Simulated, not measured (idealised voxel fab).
Process module in this document: voxel self aligned contacts
Xsec cut, 270 nm wide, square cell size 5 nm.
For the purposes of this document, a cross-section shall be understood as a grid of square cells, specified as bands listed in top-to-bottom order, each band consisting of one or more rows of cells. A band entry consists of two parts. The first gives the height of the band's top and the height of its bottom, in nm. The rest lists the band's materials from left to right, each with its width in nm. A single material labelled with the word "full width" fills the band from edge to edge, and the word "empty" marks empty space. Beneath 0, the wafer as received is one material, and that level is where height counting begins. The lowest band goes on downward without a bottom; it is written like "0 nm and below". Top row gets the first number, bottom row gets the second, and each row in between changes by the same step: that is how a band width like "30..40" works. "nothing changed" -> step changed no cross-section cell. "Sealed void inventory" contains a list of empty spaces, each no smaller than 8 cells and without an open way to the top, written in the form width x height at distance with the distance from the left edge and all three in nm. Text after the settings on a step's line: the simulator's own remark on that step. overlay nm: for a step with a mask, the amount by which the mask lay right of where it was planned; a negative amount means left of it.
**Intended process steps**
- 1: op RECEIVE | material Si
- 2: op CONFORMAL_DEP | material SiO2 | thk nm 5
- 3: op DIRECTIONAL_DEP | material polySi | thk nm 25
- 4: op DIRECTIONAL_DEP | material SiN | thk nm 20
- 5: op MASKED_ETCH | tone cover | mask id GATE | width nm 25 | pitch nm 65 | etch materials SiN | depth nm 20 | overlay nm 0
- 6: op MASKED_ETCH | tone cover | mask id GATE | width nm 25 | pitch nm 65 | etch materials polySi | depth nm 25 | overlay nm 0
- 7: op CONFORMAL_DEP | material SiN | thk nm 10
- 8: op DIRECTIONAL_ETCH | etch materials SiN | depth nm 10
- 9: op FILL_DEP | material SiO2 | thk nm 15
- 10: op CMP | height nm 55
- 11: op PATTERN | tone open | mask id CONTACT | material resist | width nm 50 | pitch nm 65 | thk nm 15 | overlay nm 0
- 12: op DIRECTIONAL_ETCH | etch materials SiO2 | depth nm 55
- 13: op STRIP | etch materials resist
- 14: op CONFORMAL_DEP | material TiN | thk nm 5
- 15: op FILL_DEP | material W | thk nm 5
- 16: op CMP | height nm 55
- 17: op CONFORMAL_DEP | material SiN | thk nm 5
**First out of two wafers; run went to plan**
**Incoming wafer, cross-sectional view, post step 1**
  0 nm and below | Si full width
  Sealed void inventory: none
**Sectional view: wafer, after step 2**
  5 nm to 0 nm | SiO2 full width
  At heights below 0, the structure remains unaltered.
**Sectional view: wafer, after step 3**
  30 nm to 5 nm | polySi full width
  At heights below 5, the structure remains unaltered.
**Sectional view: wafer, after step 4**
  50 nm to 30 nm | SiN full width
  At heights below 30, the structure remains unaltered.
**Sectional view: wafer, after step 5**
  50 nm to 30 nm | 55 of empty, then 25 of SiN, then 40 of empty, then 25 of SiN, then 40 of empty, then 25 of SiN, then 60 of empty
  At heights below 30, the structure remains unaltered.
**Sectional view: wafer, after step 6**
  50 nm to 30 nm | 55 of empty, then 25 of SiN, then 40 of empty, then 25 of SiN, then 40 of empty, then 25 of SiN, then 60 of empty
  30 nm to 5 nm | 55 of empty, then 25 of polySi, then 40 of empty, then 25 of polySi, then 40 of empty, then 25 of polySi, then 60 of empty
  At heights below 5, the structure remains unaltered.
**Sectional view: wafer, after step 7**
  60 nm to 30 nm | 45 of empty, then 45 of SiN, then 20 of empty, then 45 of SiN, then 20 of empty, then 45 of SiN, then 50 of empty
  30 nm to 15 nm | 45 of empty, then 10 of SiN, then 25 of polySi, then 10 of SiN, then 20 of empty, then 10 of SiN, then 25 of polySi, then 10 of SiN, then 20 of empty, then 10 of SiN, then 25 of polySi, then 10 of SiN, then 50 of empty
  15 nm to 5 nm | 55 of SiN, then 25 of polySi, then 40 of SiN, then 25 of polySi, then 40 of SiN, then 25 of polySi, then 60 of SiN
  At heights below 5, the structure remains unaltered.
**Sectional view: wafer, after step 8**
  50 nm to 30 nm | 45 of empty, then 45 of SiN, then 20 of empty, then 45 of SiN, then 20 of empty, then 45 of SiN, then 50 of empty
  30 nm to 5 nm | 45 of empty, then 10 of SiN, then 25 of polySi, then 10 of SiN, then 20 of empty, then 10 of SiN, then 25 of polySi, then 10 of SiN, then 20 of empty, then 10 of SiN, then 25 of polySi, then 10 of SiN, then 50 of empty
  At heights below 5, the structure remains unaltered.
**Sectional view: wafer, after step 9**
  65 nm to 50 nm | SiO2 full width
  50 nm to 30 nm | 45 of SiO2, then 45 of SiN, then 20 of SiO2, then 45 of SiN, then 20 of SiO2, then 45 of SiN, then 50 of SiO2
  30 nm to 5 nm | 45 of SiO2, then 10 of SiN, then 25 of polySi, then 10 of SiN, then 20 of SiO2, then 10 of SiN, then 25 of polySi, then 10 of SiN, then 20 of SiO2, then 10 of SiN, then 25 of polySi, then 10 of SiN, then 50 of SiO2
  At heights below 5, the structure remains unaltered.
**Sectional view: wafer, after step 10**
  55 nm to 50 nm | SiO2 full width
  At heights below 50, the structure remains unaltered.
**Sectional view: wafer, after step 11**
  70 nm to 55 nm | 75 of resist, then 50 of empty, then 15 of resist, then 50 of empty, then 80 of resist
  At heights below 55, the structure remains unaltered.
**Sectional view: wafer, after step 12**
  70 nm to 55 nm | 75 of resist, then 50 of empty, then 15 of resist, then 50 of empty, then 80 of resist
  55 nm to 50 nm | 75 of SiO2, then 50 of empty, then 15 of SiO2, then 50 of empty, then 80 of SiO2
  50 nm to 30 nm | 45 of SiO2, then 45 of SiN, then 20 of empty, then 45 of SiN, then 20 of empty, then 45 of SiN, then 50 of SiO2
  30 nm to 5 nm | 45 of SiO2, then 10 of SiN, then 25 of polySi, then 10 of SiN, then 20 of empty, then 10 of SiN, then 25 of polySi, then 10 of SiN, then 20 of empty, then 10 of SiN, then 25 of polySi, then 10 of SiN, then 50 of SiO2
  5 nm to 0 nm | 90 of SiO2, then 20 of empty, then 45 of SiO2, then 20 of empty, then 95 of SiO2
  At heights below 0, the structure remains unaltered.
**Sectional view: wafer, after step 13**
  55 nm to 50 nm | 75 of SiO2, then 50 of empty, then 15 of SiO2, then 50 of empty, then 80 of SiO2
  At heights below 50, the structure remains unaltered.
**Sectional view: wafer, after step 14**
  60 nm to 55 nm | 80 of TiN, then 40 of empty, then 25 of TiN, then 40 of empty, then 85 of TiN
  55 nm to 50 nm | 75 of SiO2, then 20 of TiN, then 10 of empty, then 20 of TiN, then 15 of SiO2, then 20 of TiN, then 10 of empty, then 20 of TiN, then 80 of SiO2
  50 nm to 30 nm | 45 of SiO2, then 45 of SiN, then 5 of TiN, then 10 of empty, then 5 of TiN, then 45 of SiN, then 5 of TiN, then 10 of empty, then 5 of TiN, then 45 of SiN, then 50 of SiO2
  30 nm to 5 nm | 45 of SiO2, then 10 of SiN, then 25 of polySi, then 10 of SiN, then 5 of TiN, then 10 of empty, then 5 of TiN, then 10 of SiN, then 25 of polySi, then 10 of SiN, then 5 of TiN, then 10 of empty, then 5 of TiN, then 10 of SiN, then 25 of polySi, then 10 of SiN, then 50 of SiO2
  5 nm to 0 nm | 90 of SiO2, then 20 of TiN, then 45 of SiO2, then 20 of TiN, then 95 of SiO2
  At heights below 0, the structure remains unaltered.
**Sectional view: wafer, after step 15**
  65 nm to 60 nm | W full width
  60 nm to 55 nm | 80 of TiN, then 40 of W, then 25 of TiN, then 40 of W, then 85 of TiN
  55 nm to 50 nm | 75 of SiO2, then 20 of TiN, then 10 of W, then 20 of TiN, then 15 of SiO2, then 20 of TiN, then 10 of W, then 20 of TiN, then 80 of SiO2
  50 nm to 30 nm | 45 of SiO2, then 45 of SiN, then 5 of TiN, then 10 of W, then 5 of TiN, then 45 of SiN, then 5 of TiN, then 10 of W, then 5 of TiN, then 45 of SiN, then 50 of SiO2
  30 nm to 5 nm | 45 of SiO2, then 10 of SiN, then 25 of polySi, then 10 of SiN, then 5 of TiN, then 10 of W, then 5 of TiN, then 10 of SiN, then 25 of polySi, then 10 of SiN, then 5 of TiN, then 10 of W, then 5 of TiN, then 10 of SiN, then 25 of polySi, then 10 of SiN, then 50 of SiO2
  At heights below 5, the structure remains unaltered.
**Sectional view: wafer, after step 16**
  55 nm to 50 nm | 75 of SiO2, then 20 of TiN, then 10 of W, then 20 of TiN, then 15 of SiO2, then 20 of TiN, then 10 of W, then 20 of TiN, then 80 of SiO2
  At heights below 50, the structure remains unaltered.
**Sectional view: wafer, after step 17**
  60 nm to 55 nm | SiN full width
  At heights below 55, the structure remains unaltered.
**It is to be noted that the second wafer proceeded from the same initial state and according to the same plan as the first, although one mistake was committed in its execution; through step 3, inclusive, the two wafers share an identical history**
**Second wafer, cross-section, planned end of step 4**
  50 nm to 30 nm | W full width
  At heights below 30, the structure remains unaltered.
Second wafer, cross-section, planned end of step 5: nothing changed
Second wafer, cross-section, planned end of step 6: nothing changed
**Second wafer, cross-section, planned end of step 7**
  60 nm to 50 nm | SiN full width
  At heights below 50, the structure remains unaltered.
**Second wafer, cross-section, planned end of step 8**
  50 nm to 30 nm | W full width
  At heights below 30, the structure remains unaltered.
**Second wafer, cross-section, planned end of step 9**
  65 nm to 50 nm | SiO2 full width
  At heights below 50, the structure remains unaltered.
**Second wafer, cross-section, planned end of step 10**
  55 nm to 50 nm | SiO2 full width
  At heights below 50, the structure remains unaltered.
**Second wafer, cross-section, planned end of step 11**
  70 nm to 55 nm | 75 of resist, then 50 of empty, then 15 of resist, then 50 of empty, then 80 of resist
  At heights below 55, the structure remains unaltered.
**Second wafer, cross-section, planned end of step 12**
  70 nm to 55 nm | 75 of resist, then 50 of empty, then 15 of resist, then 50 of empty, then 80 of resist
  55 nm to 50 nm | 75 of SiO2, then 50 of empty, then 15 of SiO2, then 50 of empty, then 80 of SiO2
  At heights below 50, the structure remains unaltered.
**Second wafer, cross-section, planned end of step 13**
  55 nm to 50 nm | 75 of SiO2, then 50 of empty, then 15 of SiO2, then 50 of empty, then 80 of SiO2
  At heights below 50, the structure remains unaltered.
**Second wafer, cross-section, planned end of step 14**
  60 nm to 55 nm | 80 of TiN, then 40 of empty, then 25 of TiN, then 40 of empty, then 85 of TiN
  55 nm to 50 nm | 75 of SiO2, then 50 of TiN, then 15 of SiO2, then 50 of TiN, then 80 of SiO2
  At heights below 50, the structure remains unaltered.
**Second wafer, cross-section, planned end of step 15**
  65 nm to 60 nm | W full width
  60 nm to 55 nm | 80 of TiN, then 40 of W, then 25 of TiN, then 40 of W, then 85 of TiN
  At heights below 55, the structure remains unaltered.
**Second wafer, cross-section, planned end of step 16**
  55 nm to 50 nm | 75 of SiO2, then 50 of TiN, then 15 of SiO2, then 50 of TiN, then 80 of SiO2
  At heights below 50, the structure remains unaltered.
**Second wafer, cross-section, planned end of step 17**
  60 nm to 55 nm | SiN full width
  At heights below 55, the structure remains unaltered.
Processing error: off-plan run, step 4, actual operation and settings op DIRECTIONAL_DEP | material W | thk nm 20
End of process, cell counts, second wafer against first, materials with more or fewer: SiN -168 | SiO2 -163 | TiN -40 | W +176 | polySi +195
